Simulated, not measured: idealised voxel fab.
Process module in this document: voxel double patterning
220 nm wide, 5 nm square cells: that's cross-section cut.
Heads up, the way a cross-section reads in here is a grid of square cells, handed over as bands from the top down, with every band being one or more rows of cells. In this notation a band is specified by the heights of its top and bottom, in that order and in nm, after which its materials appear from left to right, each paired with its width in nm. The word "all across" attached to a single material means that material fills the band from edge to edge; the word "empty" stands for empty space. Note: height 0 marks the level under which the wafer is uniformly one material as received. Lowest band unbounded below, written "0 nm and below". Read "30->40" as a graded width: first number on top, second number at the bottom, same change between each pair of neighbouring rows. It should be understood that the words "nothing altered", when stated for a given step, signify that the cross-section underwent no change in any of its cells during that step. You'll see "Completely enclosed voids" listing empty spaces that have no way open to the top, as long as they're 8 cells or more; the notation is width x height at distance, where the distance is from the left edge, and all of it is in nm. Formally, on a step line, whatever follows the settings is a remark that the simulator itself makes on the step. A step line may carry the setting "overlay nm", which, for steps involving a mask, states the distance by which the mask lay to the right of its intended position; negative values denote displacement to the left.

Listed below are the process steps as planned:
step 1: RECEIVE with material Si
step 2: CONFORMAL_DEP with material SiO2, thk nm 10
step 3: DIRECTIONAL_DEP with material TiN, thk nm 20
step 4: DIRECTIONAL_DEP with material SiN, thk nm 10
step 5: PATTERN with tone open, mask id FIRST, material resist, width nm 15, pitch nm 50, thk nm 15, overlay nm 0
step 6: DIRECTIONAL_ETCH with etch materials SiN, depth nm 10
step 7: STRIP with etch materials resist
step 8: DIRECTIONAL_DEP with material aC, thk nm 15
step 9: PATTERN with tone open, mask id SECOND, material resist, width nm 15, thk nm 35, overlay nm 0
step 10: DIRECTIONAL_ETCH with etch materials aC, depth nm 15
step 11: STRIP with etch materials resist
step 12: DIRECTIONAL_ETCH with etch materials SiN, depth nm 10
step 13: STRIP with etch materials aC
step 14: DIRECTIONAL_ETCH with etch materials TiN, depth nm 20
step 15: STRIP with etch materials SiN
Be aware that, although all wafers share a common starting state, the width nm at step 9 differs among them, and the plan displays the first wafer's value.

Cross-section, first of several wafers, as delivered after step 1:
> 0 nm and below | Si all across
> Completely enclosed voids: none

The cross-section of the first of several wafers is given below for the end of the module, after its final step, step 15:
> 30 nm to 10 nm | 75 of TiN  15 of empty  10 of TiN  15 of empty  10 of TiN  15 of empty  80 of TiN
> 10 nm to 0 nm | SiO2 all across
> 0 nm and below | Si all across
> Completely enclosed voids: none

Final wafer cross-section at module end:
> 30 nm to 10 nm | 75 of TiN  15 of empty  5 of TiN  45 of empty  80 of TiN
> 10 nm to 0 nm | SiO2 all across
> 0 nm and below | Si all across
> Completely enclosed voids: none

Wafer rows, end of module: cells per material gained (+) or lost (-) since receipt; closed voids last:
width nm 15 | +88 SiO2 | +140 TiN | Completely enclosed voids: none
width nm 20 | +88 SiO2 | +136 TiN | Completely enclosed voids: none
width nm 25 | +88 SiO2 | +132 TiN | Completely enclosed voids: none
width nm 30 | +88 SiO2 | +128 TiN | Completely enclosed voids: none
